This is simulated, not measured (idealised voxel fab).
process module | voxel wiring stack
cross-section cut | 205 nm wide | cells 5 nm
A cross-section is a grid of square cells, given in bands from the top down. A band is one or more rows of cells.
Each band's line starts with the height of the band's top and of its bottom, in nm. Then come its materials from left to right, each with its width in nm. One material with "throughout" fills the band from edge to edge. "air" is empty space.
Height 0 is the level under which the wafer as received is all one material. The lowest band goes on downwards, as in "0 down".
A width such as "30 to 40" changes by the same amount from each row of cells to the next, from the band's top row to its bottom row.
"no change" after a step means that no cell of the cross-section changed.
closed voids: empty space of 8 cells or more with no open way to the top, each as width x height at its distance from the left edge, in nm
after a step's settings: what the simulator itself notes on the step
overlay nm, on a step with a mask: how far to the right of its planned place the mask lay; to the left if negative
plan
1 op RECEIVE | material Si
2 op CONFORMAL_DEP | material SiO2 | thk nm 10
3 op CONFORMAL_DEP | material SiCN | thk nm 5
4 op DIRECTIONAL_DEP | material SiO2 | thk nm 25
5 op PATTERN | tone open | mask id METAL_1 | material resist | width nm 25 | pitch nm 40 | thk nm 20 | overlay nm 0
6 op DIRECTIONAL_ETCH | etch materials SiO2 | depth nm 25
7 op DIRECTIONAL_ETCH | etch materials SiCN | depth nm 5
8 op STRIP | etch materials resist
9 op CONFORMAL_DEP | material TiN | thk nm 5
10 op FILL_DEP | material Cu | thk nm 10
11 op CMP | height nm 40
12 op CONFORMAL_DEP | material SiCN | thk nm 5
13 op DIRECTIONAL_DEP | material SiO2 | thk nm 15
14 op DIRECTIONAL_DEP | material aC | thk nm 15
15 op PATTERN | tone open | mask id PLUG_1 | material resist | width nm 15 | thk nm 30 | overlay nm 0
16 op DIRECTIONAL_ETCH | etch materials aC | depth nm 15
17 op STRIP | etch materials resist
18 op DIRECTIONAL_ETCH | etch materials SiO2 | depth nm 15
19 op DIRECTIONAL_ETCH | etch materials SiCN | depth nm 5
20 op STRIP | etch materials aC
21 op EPI | material Ru | thk nm 10
22 op EPI | material Ru | thk nm 10
23 op DIRECTIONAL_DEP | material TiN | thk nm 5
24 op DIRECTIONAL_DEP | material Ru | thk nm 15
25 op DIRECTIONAL_DEP | material aC | thk nm 10
26 op PATTERN | tone cover | mask id METAL_2 | material resist | width nm 25 | pitch nm 40 | thk nm 25 | overlay nm 0
27 op DIRECTIONAL_ETCH | etch materials aC | depth nm 10
28 op STRIP | etch materials resist
29 op DIRECTIONAL_ETCH | etch materials Ru | depth nm 15
30 op DIRECTIONAL_ETCH | etch materials TiN | depth nm 5
31 op STRIP | etch materials aC
32 op CONFORMAL_DEP | material SiCN | thk nm 5
33 op FILL_DEP | material SiO2 | thk nm 10
34 op CMP | height nm 80
35 op CONFORMAL_DEP | material SiN | thk nm 5
as received, after step 1
  0 down: Si throughout
  closed voids: none
a wafer at the end: this start, this plan, one mistake
  85 to 80: SiN throughout
  80 to 65: SiO2 65 | SiCN 5 | Ru 25 | SiCN 5 | SiO2 5 | SiCN 5 | Ru 25 | SiCN 5 | SiO2 65
  65 to 60: SiCN 70 | TiN 25 | SiCN 15 | TiN 25 | SiCN 70
  60 to 45: SiO2 70 | Ru 15 | SiO2 120
  45 to 40: SiCN 70 | Ru 15 | SiCN 120
  40 to 35: SiCN 70 | TiN 25 | SiCN 15 | TiN 25 | SiCN 70
  35 to 0: SiO2 throughout
  0 down: Si throughout
  closed voids: none
what went wrong: steps 3 and 4 were swapped
